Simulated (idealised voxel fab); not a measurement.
process module | voxel self aligned contacts
cross-section cut | 170 nm wide | cells 5 nm
A cross-section is a grid of square cells, given in bands from the top down. A band is one or more rows of cells.
Each band's line starts with the height of the band's top and of its bottom, in nm. Then come its materials from left to right, each with its width in nm. One material with "throughout" fills the band from edge to edge. "air" is empty space.
Height 0 is the level under which the wafer as received is all one material. The lowest band goes on downwards, as in "0 down".
A width such as "30 to 40" changes by the same amount from each row of cells to the next, from the band's top row to its bottom row.
"no change" after a step means that no cell of the cross-section changed.
closed voids: empty space of 8 cells or more with no open way to the top, each as width x height at its distance from the left edge, in nm
after a step's settings: what the simulator itself notes on the step
overlay nm, on a step with a mask: how far to the right of its planned place the mask lay; to the left if negative
plan
1 op RECEIVE | material Si
2 op CONFORMAL_DEP | material SiO2 | thk nm 5
3 op DIRECTIONAL_DEP | material polySi | thk nm 25
4 op DIRECTIONAL_DEP | material SiN | thk nm 20
5 op PATTERN | tone cover | mask id GATE | material resist | width nm 35 | pitch nm 70 | thk nm 15 | overlay nm 0
6 op DIRECTIONAL_ETCH | etch materials SiN | depth nm 20
7 op DIRECTIONAL_ETCH | etch materials polySi | depth nm 25
8 op STRIP | etch materials resist
9 op CONFORMAL_DEP | material SiN | thk nm 10
10 op DIRECTIONAL_ETCH | etch materials SiN | depth nm 10
11 op FILL_DEP | material SiO2 | thk nm 20
12 op CMP | height nm 60
13 op PATTERN | tone open | mask id CONTACT | material resist | width nm 55 | thk nm 15 | overlay nm 0
14 op DIRECTIONAL_ETCH | etch materials SiO2 | depth nm 60
15 op STRIP | etch materials resist
16 op CONFORMAL_DEP | material TiN | thk nm 5
17 op FILL_DEP | material Ru | thk nm 10
18 op CMP | height nm 60
19 op CONFORMAL_DEP | material SiCN | thk nm 5
first wafer, as planned
as received, after step 1
  0 down: Si throughout
  closed voids: none
after step 2
  5 to 0: SiO2 throughout
  below 0: unchanged
after step 3
  30 to 5: polySi throughout
  below 5: unchanged
after step 4
  50 to 30: SiN throughout
  below 30: unchanged
after step 5
  65 to 50: air 30 | resist 35 | air 35 | resist 35 | air 35
  below 50: unchanged
after step 6
  65 to 50: air 30 | resist 35 | air 35 | resist 35 | air 35
  50 to 30: air 30 | SiN 35 | air 35 | SiN 35 | air 35
  below 30: unchanged
after step 7
  65 to 50: air 30 | resist 35 | air 35 | resist 35 | air 35
  50 to 30: air 30 | SiN 35 | air 35 | SiN 35 | air 35
  30 to 5: air 30 | polySi 35 | air 35 | polySi 35 | air 35
  below 5: unchanged
after step 8
  50 to 30: air 30 | SiN 35 | air 35 | SiN 35 | air 35
  below 30: unchanged
after step 9
  60 to 30: air 20 | SiN 55 | air 15 | SiN 55 | air 25
  30 to 15: air 20 | SiN 10 | polySi 35 | SiN 10 | air 15 | SiN 10 | polySi 35 | SiN 10 | air 25
  15 to 5: SiN 30 | polySi 35 | SiN 35 | polySi 35 | SiN 35
  below 5: unchanged
after step 10
  50 to 30: air 20 | SiN 55 | air 15 | SiN 55 | air 25
  30 to 5: air 20 | SiN 10 | polySi 35 | SiN 10 | air 15 | SiN 10 | polySi 35 | SiN 10 | air 25
  below 5: unchanged
after step 11
  70 to 50: SiO2 throughout
  50 to 30: SiO2 20 | SiN 55 | SiO2 15 | SiN 55 | SiO2 25
  30 to 5: SiO2 20 | SiN 10 | polySi 35 | SiN 10 | SiO2 15 | SiN 10 | polySi 35 | SiN 10 | SiO2 25
  below 5: unchanged
after step 12
  60 to 50: SiO2 throughout
  below 50: unchanged
after step 13
  75 to 60: resist 55 | air 55 | resist 60
  below 60: unchanged
after step 14
  75 to 60: resist 55 | air 55 | resist 60
  60 to 50: SiO2 55 | air 55 | SiO2 60
  50 to 30: SiO2 20 | SiN 55 | air 15 | SiN 55 | SiO2 25
  30 to 5: SiO2 20 | SiN 10 | polySi 35 | SiN 10 | air 15 | SiN 10 | polySi 35 | SiN 10 | SiO2 25
  5 to 0: SiO2 75 | air 15 | SiO2 80
  below 0: unchanged
after step 15
  60 to 50: SiO2 55 | air 55 | SiO2 60
  below 50: unchanged
after step 16
  65 to 60: TiN 60 | air 45 | TiN 65
  60 to 50: SiO2 55 | TiN 5 to 25 | air 45 to 5 | TiN 5 to 25 | SiO2 60
  50 to 30: SiO2 20 | SiN 55 | TiN 5 | air 5 | TiN 5 | SiN 55 | SiO2 25
  30 to 5: SiO2 20 | SiN 10 | polySi 35 | SiN 10 | TiN 5 | air 5 | TiN 5 | SiN 10 | polySi 35 | SiN 10 | SiO2 25
  5 to 0: SiO2 75 | TiN 15 | SiO2 80
  below 0: unchanged
after step 17
  75 to 65: Ru throughout
  65 to 60: TiN 60 | Ru 45 | TiN 65
  60 to 50: SiO2 55 | TiN 5 to 25 | Ru 45 to 5 | TiN 5 to 25 | SiO2 60
  50 to 30: SiO2 20 | SiN 55 | TiN 5 | Ru 5 | TiN 5 | SiN 55 | SiO2 25
  30 to 5: SiO2 20 | SiN 10 | polySi 35 | SiN 10 | TiN 5 | Ru 5 | TiN 5 | SiN 10 | polySi 35 | SiN 10 | SiO2 25
  below 5: unchanged
after step 18
  60 to 50: SiO2 55 | TiN 5 to 25 | Ru 45 to 5 | TiN 5 to 25 | SiO2 60
  below 50: unchanged
after step 19
  65 to 60: SiCN throughout
  below 60: unchanged
second wafer: like start, like plan, one mistake. Through step 2 it matches the first wafer
when step 3 should have ended
  25 to 5: SiN throughout
  below 5: unchanged
when step 4 should have ended
  50 to 25: polySi throughout
  below 25: unchanged
when step 5 should have ended
  65 to 50: air 30 | resist 35 | air 35 | resist 35 | air 35
  below 50: unchanged
when step 6 should have ended: no change
when step 7 should have ended
  65 to 50: air 30 | resist 35 | air 35 | resist 35 | air 35
  50 to 25: air 30 | polySi 35 | air 35 | polySi 35 | air 35
  below 25: unchanged
when step 8 should have ended
  50 to 25: air 30 | polySi 35 | air 35 | polySi 35 | air 35
  below 25: unchanged
when step 9 should have ended
  60 to 50: air 20 | SiN 55 | air 15 | SiN 55 | air 25
  50 to 35: air 20 | SiN 10 | polySi 35 | SiN 10 | air 15 | SiN 10 | polySi 35 | SiN 10 | air 25
  35 to 25: SiN 30 | polySi 35 | SiN 35 | polySi 35 | SiN 35
  below 25: unchanged
when step 10 should have ended
  50 to 25: air 20 | SiN 10 | polySi 35 | SiN 10 | air 15 | SiN 10 | polySi 35 | SiN 10 | air 25
  below 25: unchanged
when step 11 should have ended
  70 to 50: SiO2 throughout
  50 to 25: SiO2 20 | SiN 10 | polySi 35 | SiN 10 | SiO2 15 | SiN 10 | polySi 35 | SiN 10 | SiO2 25
  below 25: unchanged
when step 12 should have ended
  60 to 50: SiO2 throughout
  below 50: unchanged
when step 13 should have ended
  75 to 60: resist 55 | air 55 | resist 60
  below 60: unchanged
when step 14 should have ended
  75 to 60: resist 55 | air 55 | resist 60
  60 to 50: SiO2 55 | air 55 | SiO2 60
  50 to 25: SiO2 20 | SiN 10 | polySi 35 | SiN 10 | air 15 | SiN 10 | polySi 35 | SiN 10 | SiO2 25
  below 25: unchanged
when step 15 should have ended
  60 to 50: SiO2 55 | air 55 | SiO2 60
  below 50: unchanged
when step 16 should have ended
  65 to 60: TiN 60 | air 45 | TiN 65
  60 to 50: SiO2 55 | TiN 5 to 25 | air 45 to 5 | TiN 5 to 25 | SiO2 60
  50 to 30: SiO2 20 | SiN 10 | polySi 35 | SiN 10 | TiN 5 | air 5 | TiN 5 | SiN 10 | polySi 35 | SiN 10 | SiO2 25
  30 to 25: SiO2 20 | SiN 10 | polySi 35 | SiN 10 | TiN 15 | SiN 10 | polySi 35 | SiN 10 | SiO2 25
  below 25: unchanged
when step 17 should have ended
  75 to 65: Ru throughout
  65 to 60: TiN 60 | Ru 45 | TiN 65
  60 to 50: SiO2 55 | TiN 5 to 25 | Ru 45 to 5 | TiN 5 to 25 | SiO2 60
  50 to 30: SiO2 20 | SiN 10 | polySi 35 | SiN 10 | TiN 5 | Ru 5 | TiN 5 | SiN 10 | polySi 35 | SiN 10 | SiO2 25
  below 30: unchanged
when step 18 should have ended
  60 to 50: SiO2 55 | TiN 5 to 25 | Ru 45 to 5 | TiN 5 to 25 | SiO2 60
  below 50: unchanged
when step 19 should have ended
  65 to 60: SiCN throughout
  below 60: unchanged
what went wrong: steps 3 and 4 were swapped
at the end the second wafer has, in cells: 5 fewer of Ru | 48 more of SiN | 33 fewer of SiO2 | 10 fewer of TiN
